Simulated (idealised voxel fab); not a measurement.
Herein follows the process module entitled voxel released beams.
In the cross-section labelled cut, the width is 235 nm and each square cell is 5 nm.
For the purposes of this document, a cross-section shall be understood as a grid of square cells, specified as bands listed in top-to-bottom order, each band consisting of one or more rows of cells.
Per band: top height and bottom height in nm, followed by the left-to-right materials and their widths in nm; "throughout" marks a single material spanning edge to edge, "air" marks empty space.
Height 0 is the level under which the wafer as received is all one material. The lowest band goes on downwards, as in "0 and below".
Width: "30->40" (first number = top row, second number = bottom row, same change from row to row of cells).
For the purposes of this document, the phrase "stayed the same" attached to a step denotes that no cell within the cross-section was modified by that step.
For the entry "Closed void list", the listed items are empty spaces with no open way to the top whose size is 8 cells or more; each item follows the pattern width x height at distance, where distance is from the left edge and all three are in nm.
Past the settings on a step's line: simulator remark, on that step.
When a step includes a mask, the "overlay nm" setting on its line states how far to the right of its planned place that mask lay, and negative values state how far to the left.
In what follows, pairs of cross-sections are presented, each taken before and after one process step, with the after cross-section shown only down to the lowest band that was altered; the step, together with its settings, is stated below the pair. The pairs may stem from different runs of this module on the same starting wafer; accordingly, a pair should be taken as continuing from the one above it solely where its entry headed "Status before step" indicates as much.
Status before step:
	0 and below | Si throughout
	Closed void list: none
Cut View, Post-Step:
	10 down to 0 | Al2O3 throughout
	For the remainder of the cross-section, below 0, there is no change.
	Closed void list: none
Between the two cross-sections shown above, the process step is CONFORMAL_DEP | material Al2O3 | thk nm 10
Status before step: this step begins from the cross-section that the pair just above shows after its step.
Cut View, Post-Step:
	25 down to 10 | SiO2 throughout
	For the remainder of the cross-section, below 10, there is no change.
	Closed void list: none
Between the two cross-sections shown above, the process step is DIRECTIONAL_DEP | material SiO2 | thk nm 15
Status before step: this step begins from the cross-section that the pair just above shows after its step.
Cut View, Post-Step:
	25 down to 10 | SiO2: 70; air: 30; SiO2: 135
	For the remainder of the cross-section, below 10, there is no change.
	Closed void list: none
Between the two cross-sections shown above, the process step is MASKED_ETCH | tone open | mask id ANCHOR | width nm 30 | etch materials SiO2 | depth nm 15 | overlay nm 0
Status before step: this step begins from the cross-section that the pair just above shows after its step.
Cut View, Post-Step:
	35 down to 25 | polySi: 80; air: 10; polySi: 145
	25 down to 20 | SiO2: 70; polySi: 10; air: 10; polySi: 10; SiO2: 135
	20 down to 10 | SiO2: 70; polySi: 30; SiO2: 135
	For the remainder of the cross-section, below 10, there is no change.
	Closed void list: none
Between the two cross-sections shown above, the process step is CONFORMAL_DEP | material polySi | thk nm 10
Status before step: this step begins from the cross-section that the pair just above shows after its step.
Cut View, Post-Step:
	35 down to 25 | air: 65; polySi: 15; air: 10; polySi: 75; air: 70
	For the remainder of the cross-section, below 25, there is no change.
	Closed void list: none
Between the two cross-sections shown above, the process step is MASKED_ETCH | tone cover | mask id BEAM | width nm 100 | etch materials polySi | depth nm 10 | overlay nm 0
Status before step: this step begins from the cross-section that the pair just above shows after its step.
Cut View, Post-Step:
	35 down to 25 | air: 65; polySi: 15; air: 10; polySi: 75; air: 70
	25 down to 20 | air: 70; polySi: 10; air: 10; polySi: 10; air: 135
	20 down to 10 | air: 70; polySi: 30; air: 135
	For the remainder of the cross-section, below 10, there is no change.
	Closed void list: none
Between the two cross-sections shown above, the process step is STRIP | etch materials SiO2
Status before step:
	0 and below | Si throughout
	Closed void list: none
Cut View, Post-Step:
	15 down to 0 | SiO2 throughout
	For the remainder of the cross-section, below 0, there is no change.
	Closed void list: none
Between the two cross-sections shown above, the process step is DIRECTIONAL_DEP | material SiO2 | thk nm 15
Status before step: this step begins from the cross-section that the pair just above shows after its step.
Cut View, Post-Step:
	15 down to 0 | SiO2: 70; air: 30; SiO2: 135
	For the remainder of the cross-section, below 0, there is no change.
	Closed void list: none
Between the two cross-sections shown above, the process step is MASKED_ETCH | tone open | mask id ANCHOR | width nm 30 | etch materials SiO2 | depth nm 15 | overlay nm 0
Status before step: this step begins from the cross-section that the pair just above shows after its step.
Cut View, Post-Step:
	25 down to 15 | polySi: 80; air: 10; polySi: 145
	15 down to 10 | SiO2: 70; polySi: 10; air: 10; polySi: 10; SiO2: 135
	10 down to 0 | SiO2: 70; polySi: 30; SiO2: 135
	For the remainder of the cross-section, below 0, there is no change.
	Closed void list: none
Between the two cross-sections shown above, the process step is CONFORMAL_DEP | material polySi | thk nm 10
Status before step: this step begins from the cross-section that the pair just above shows after its step.
Cut View, Post-Step:
	25 down to 15 | air: 65; polySi: 15; air: 10; polySi: 75; air: 70
	For the remainder of the cross-section, below 15, there is no change.
	Closed void list: none
Between the two cross-sections shown above, the process step is MASKED_ETCH | tone cover | mask id BEAM | width nm 100 | etch materials polySi | depth nm 10 | overlay nm 0
Status before step: this step begins from the cross-section that the pair just above shows after its step.
Cut View, Post-Step:
	25 down to 15 | air: 65; polySi: 15; air: 10; polySi: 75; air: 70
	15 down to 10 | air: 70; polySi: 10; air: 10; polySi: 10; air: 135
	10 down to 0 | air: 70; polySi: 30; air: 135
	For the remainder of the cross-section, below 0, there is no change.
	Closed void list: none
Between the two cross-sections shown above, the process step is STRIP | etch materials SiO2
Status before step:
	15 down to 0 | SiO2 throughout
	0 and below | Si throughout
	Closed void list: none
Cut View, Post-Step:
	25 down to 15 | Al2O3 throughout
	For the remainder of the cross-section, below 15, there is no change.
	Closed void list: none
Between the two cross-sections shown above, the process step is CONFORMAL_DEP | material Al2O3 | thk nm 10
Status before step: this step begins from the cross-section that the pair just above shows after its step.
Cut View, Post-Step:
	35 down to 25 | polySi throughout
	For the remainder of the cross-section, below 25, there is no change.
	Closed void list: none
Between the two cross-sections shown above, the process step is CONFORMAL_DEP | material polySi | thk nm 10
Status before step: this step begins from the cross-section that the pair just above shows after its step.
Cut View, Post-Step:
	35 down to 25 | air: 65; polySi: 100; air: 70
	For the remainder of the cross-section, below 25, there is no change.
	Closed void list: none
Between the two cross-sections shown above, the process step is MASKED_ETCH | tone cover | mask id BEAM | width nm 100 | etch materials polySi | depth nm 10 | overlay nm 0
Status before step:
	25 down to 10 | SiO2: 70; air: 30; SiO2: 135
	10 down to 0 | Al2O3 throughout
	0 and below | Si throughout
	Closed void list: none
Cut View, Post-Step:
	40 down to 25 | polySi throughout
	25 down to 10 | SiO2: 70; polySi: 30; SiO2: 135
	For the remainder of the cross-section, below 10, there is no change.
	Closed void list: none
Between the two cross-sections shown above, the process step is CONFORMAL_DEP | material polySi | thk nm 15
Status before step: this step begins from the cross-section that the pair just above shows after its step.
Cut View, Post-Step:
	40 down to 30 | air: 65; polySi: 100; air: 70
	For the remainder of the cross-section, below 30, there is no change.
	Closed void list: none
Between the two cross-sections shown above, the process step is MASKED_ETCH | tone cover | mask id BEAM | width nm 100 | etch materials polySi | depth nm 10 | overlay nm 0
Status before step:
	35 down to 25 | polySi: 80; air: 10; polySi: 145
	25 down to 20 | SiO2: 70; polySi: 10; air: 10; polySi: 10; SiO2: 135
	20 down to 10 | SiO2: 70; polySi: 30; SiO2: 135
	10 down to 0 | Al2O3 throughout
	0 and below | Si throughout
	Closed void list: none
Cut View, Post-Step:
	35 down to 25 | air: 65; polySi: 15; air: 10; polySi: 80; air: 65
	For the remainder of the cross-section, below 25, there is no change.
	Closed void list: none
Between the two cross-sections shown above, the process step is MASKED_ETCH | tone cover | mask id BEAM | width nm 105 | etch materials polySi | depth nm 10 | overlay nm 0
Status before step: this step begins from the cross-section that the pair just above shows after its step.
Cut View, Post-Step:
	35 down to 25 | air: 65; polySi: 15; air: 10; polySi: 80; air: 65
	25 down to 20 | air: 70; polySi: 10; air: 10; polySi: 10; air: 135
	20 down to 10 | air: 70; polySi: 30; air: 135
	For the remainder of the cross-section, below 10, there is no change.
	Closed void list: none
Between the two cross-sections shown above, the process step is STRIP | etch materials SiO2
Status before step:
	25 down to 10 | SiO2 throughout
	10 down to 0 | Al2O3 throughout
	0 and below | Si throughout
	Closed void list: none
Cut View, Post-Step:
	25 down to 10 | SiO2: 80; air: 30; SiO2: 125
	For the remainder of the cross-section, below 10, there is no change.
	Closed void list: none
Between the two cross-sections shown above, the process step is MASKED_ETCH | tone open | mask id ANCHOR | width nm 30 | etch materials SiO2 | depth nm 15 | overlay nm 10
Status before step: this step begins from the cross-section that the pair just above shows after its step.
Cut View, Post-Step:
	35 down to 25 | polySi: 90; air: 10; polySi: 135
	25 down to 20 | SiO2: 80; polySi: 10; air: 10; polySi: 10; SiO2: 125
	20 down to 10 | SiO2: 80; polySi: 30; SiO2: 125
	For the remainder of the cross-section, below 10, there is no change.
	Closed void list: none
Between the two cross-sections shown above, the process step is CONFORMAL_DEP | material polySi | thk nm 10
Status before step: this step begins from the cross-section that the pair just above shows after its step.
Cut View, Post-Step:
	35 down to 25 | air: 65; polySi: 25; air: 10; polySi: 65; air: 70
	For the remainder of the cross-section, below 25, there is no change.
	Closed void list: none
Between the two cross-sections shown above, the process step is MASKED_ETCH | tone cover | mask id BEAM | width nm 100 | etch materials polySi | depth nm 10 | overlay nm 0
Status before step: this step begins from the cross-section that the pair just above shows after its step.
Cut View, Post-Step:
	35 down to 25 | air: 65; polySi: 25; air: 10; polySi: 65; air: 70
	25 down to 20 | air: 80; polySi: 10; air: 10; polySi: 10; air: 125
	20 down to 10 | air: 80; polySi: 30; air: 125
	For the remainder of the cross-section, below 10, there is no change.
	Closed void list: none
Between the two cross-sections shown above, the process step is STRIP | etch materials SiO2
Status before step:
	10 down to 0 | Al2O3 throughout
	0 and below | Si throughout
	Closed void list: none
Cut View, Post-Step:
	25 down to 10 | polySi throughout
	For the remainder of the cross-section, below 10, there is no change.
	Closed void list: none
Between the two cross-sections shown above, the process step is DIRECTIONAL_DEP | material polySi | thk nm 15
Status before step: this step begins from the cross-section that the pair just above shows after its step.
Cut View, Post-Step:
	35 down to 10 | polySi throughout
	For the remainder of the cross-section, below 10, there is no change.
	Closed void list: none
Between the two cross-sections shown above, the process step is CONFORMAL_DEP | material polySi | thk nm 10
Status before step: this step begins from the cross-section that the pair just above shows after its step.
Cut View, Post-Step:
	35 down to 25 | air: 65; polySi: 100; air: 70
	For the remainder of the cross-section, below 25, there is no change.
	Closed void list: none
Between the two cross-sections shown above, the process step is MASKED_ETCH | tone cover | mask id BEAM | width nm 100 | etch materials polySi | depth nm 10 | overlay nm 0
Status before step:
	25 down to 10 | SiO2 throughout
	10 down to 0 | Al2O3 throughout
	0 and below | Si throughout
	Closed void list: none
Cut View, Post-Step:
	25 down to 10 | air: 70; SiO2: 30; air: 135
	For the remainder of the cross-section, below 10, there is no change.
	Closed void list: none
Between the two cross-sections shown above, the process step is MASKED_ETCH | tone cover | mask id ANCHOR | width nm 30 | etch materials SiO2 | depth nm 15 | overlay nm 0
Status before step: this step begins from the cross-section that the pair just above shows after its step.
Cut View, Post-Step:
	35 down to 25 | air: 60; polySi: 50; air: 125
	25 down to 20 | air: 60; polySi: 10; SiO2: 30; polySi: 10; air: 125
	20 down to 10 | polySi: 70; SiO2: 30; polySi: 135
	For the remainder of the cross-section, below 10, there is no change.
	Closed void list: none
Between the two cross-sections shown above, the process step is CONFORMAL_DEP | material polySi | thk nm 10
Status before step: this step begins from the cross-section that the pair just above shows after its step.
Cut View, Post-Step:
	35 down to 25 | air: 65; polySi: 45; air: 125
	25 down to 20 | air: 60; polySi: 10; SiO2: 30; polySi: 10; air: 125
	20 down to 10 | air: 60; polySi: 10; SiO2: 30; polySi: 65; air: 70
	For the remainder of the cross-section, below 10, there is no change.
	Closed void list: none
Between the two cross-sections shown above, the process step is MASKED_ETCH | tone cover | mask id BEAM | width nm 100 | etch materials polySi | depth nm 10 | overlay nm 0
